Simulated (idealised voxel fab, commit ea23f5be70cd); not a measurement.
The following process module bears the name voxel capacitor over wiring.
The cross-section on display is named cut; it measures 205 nm wide, and its cells are 5 nm squares.
Cross-section, as written here: a square-cell grid given band by band from the top down, where a band holds one or more rows of cells. Top, bottom (nm), then materials left to right with widths (nm); lone material tagged "throughout" fills the whole band edge to edge; "blank" = empty space. Heights from 0 (as-received wafer is one material below). Bottom band endless downward, as "0 nm and below". Width "30 to 40": first value at the band's top row of cells, second value at its bottom row, equal change from row to row. "nothing changed" means the step left every cell of the cross-section as it was. The entry titled "Enclosed internal cavities" provides the empty spaces that have no open way to the top, restricted to those of 8 cells or more. Each is presented as width x height at distance, the distance being measured from the left edge, with all three in nm. On each step's line, the part that comes after the settings is the simulator's own comment on the step. What "overlay nm" on a step's line means: if the step has a mask, that mask lay this far to the right of its planned place, or, when the value is negative, to the left.

# Below is the list of planned process steps
1) RECEIVE,material Si
2) CONFORMAL_DEP,material SiO2,thk nm 10
3) DIRECTIONAL_DEP,material TiN,thk nm 5
4) DIRECTIONAL_DEP,material Ru,thk nm 20
5) DIRECTIONAL_DEP,material aC,thk nm 10
6) PATTERN,tone cover,mask id METAL_1,material resist,width nm 30,pitch nm 90,thk nm 30,overlay nm 0
7) DIRECTIONAL_ETCH,etch materials aC,depth nm 10
8) STRIP,etch materials resist
9) DIRECTIONAL_ETCH,etch materials Ru,depth nm 20
10) DIRECTIONAL_ETCH,etch materials TiN,depth nm 5
11) STRIP,etch materials aC
12) FILL_DEP,material lowk,thk nm 10
13) CMP,height nm 35
14) CONFORMAL_DEP,material SiCN,thk nm 5
15) DIRECTIONAL_DEP,material lowk,thk nm 15
16) DIRECTIONAL_DEP,material aC,thk nm 10
17) PATTERN,tone open,mask id PLUG_1,material resist,width nm 15,thk nm 30,overlay nm 0
18) DIRECTIONAL_ETCH,etch materials aC,depth nm 10
19) STRIP,etch materials resist
20) DIRECTIONAL_ETCH,etch materials lowk,depth nm 15
21) DIRECTIONAL_ETCH,etch materials SiCN,depth nm 5
22) STRIP,etch materials aC
23) EPI,material Ru,thk nm 10
24) EPI,material Ru,thk nm 10
25) DIRECTIONAL_DEP,material TiN,thk nm 10
26) DIRECTIONAL_DEP,material HfO2,thk nm 5
27) DIRECTIONAL_DEP,material TiN,thk nm 5
28) DIRECTIONAL_DEP,material aC,thk nm 10
29) PATTERN,tone cover,mask id UPPER_PLATE,material resist,width nm 65,thk nm 30,overlay nm 0
30) DIRECTIONAL_ETCH,etch materials aC,depth nm 10
31) STRIP,etch materials resist
32) DIRECTIONAL_ETCH,etch materials TiN,depth nm 5
33) DIRECTIONAL_ETCH,etch materials HfO2,depth nm 5
34) STRIP,etch materials aC
35) PATTERN,tone cover,mask id LOWER_PLATE,material resist,width nm 75,thk nm 20,overlay nm 0
36) DIRECTIONAL_ETCH,etch materials TiN,depth nm 10
37) STRIP,etch materials resist
38) FILL_DEP,material SiO2,thk nm 15
39) CMP,height nm 85
40) PATTERN,tone open,mask id PLUG_2,material resist,width nm 15,thk nm 15,overlay nm 0
41) DIRECTIONAL_ETCH,etch materials SiO2,depth nm 10
42) STRIP,etch materials resist
43) CONFORMAL_DEP,material TiN,thk nm 5
44) FILL_DEP,material Cu,thk nm 10
45) CMP,height nm 85
46) CONFORMAL_DEP,material SiCN,thk nm 5

# Here's what the wafer looked like in cross-section when it arrived - that's after step 1
    0 nm and below | Si throughout
    Enclosed internal cavities: none

# Starting wafer: above. Plan: above. Run: one mistake. Cross-section after the module: below
    90 nm to 85 nm | SiCN throughout
    85 nm to 80 nm | SiO2 (65), then TiN (5), then Cu (5), then TiN (5), then SiO2 (125)
    80 nm to 70 nm | SiO2 (65 to 55), then TiN (15 to 65), then SiO2 (125 to 85)
    70 nm to 65 nm | SiO2 (55), then HfO2 (65), then SiO2 (85)
    65 nm to 55 nm | SiO2 (50), then TiN (75), then SiO2 (80)
    55 nm to 40 nm | lowk (50), then Ru (15), then lowk (140)
    40 nm to 35 nm | SiCN (50), then Ru (15), then SiCN (140)
    35 nm to 15 nm | lowk (40), then Ru (30), then lowk (60), then Ru (30), then lowk (45)
    15 nm to 10 nm | lowk (40), then TiN (30), then lowk (60), then TiN (30), then lowk (45)
    10 nm to 0 nm | SiO2 throughout
    0 nm and below | Si throughout
    Enclosed internal cavities: none
Processing error: so step 17 ended up running with a different setting than we planned, it ran as PATTERN,tone open,mask id PLUG_1,material resist,width nm 15,thk nm 30,overlay nm -5
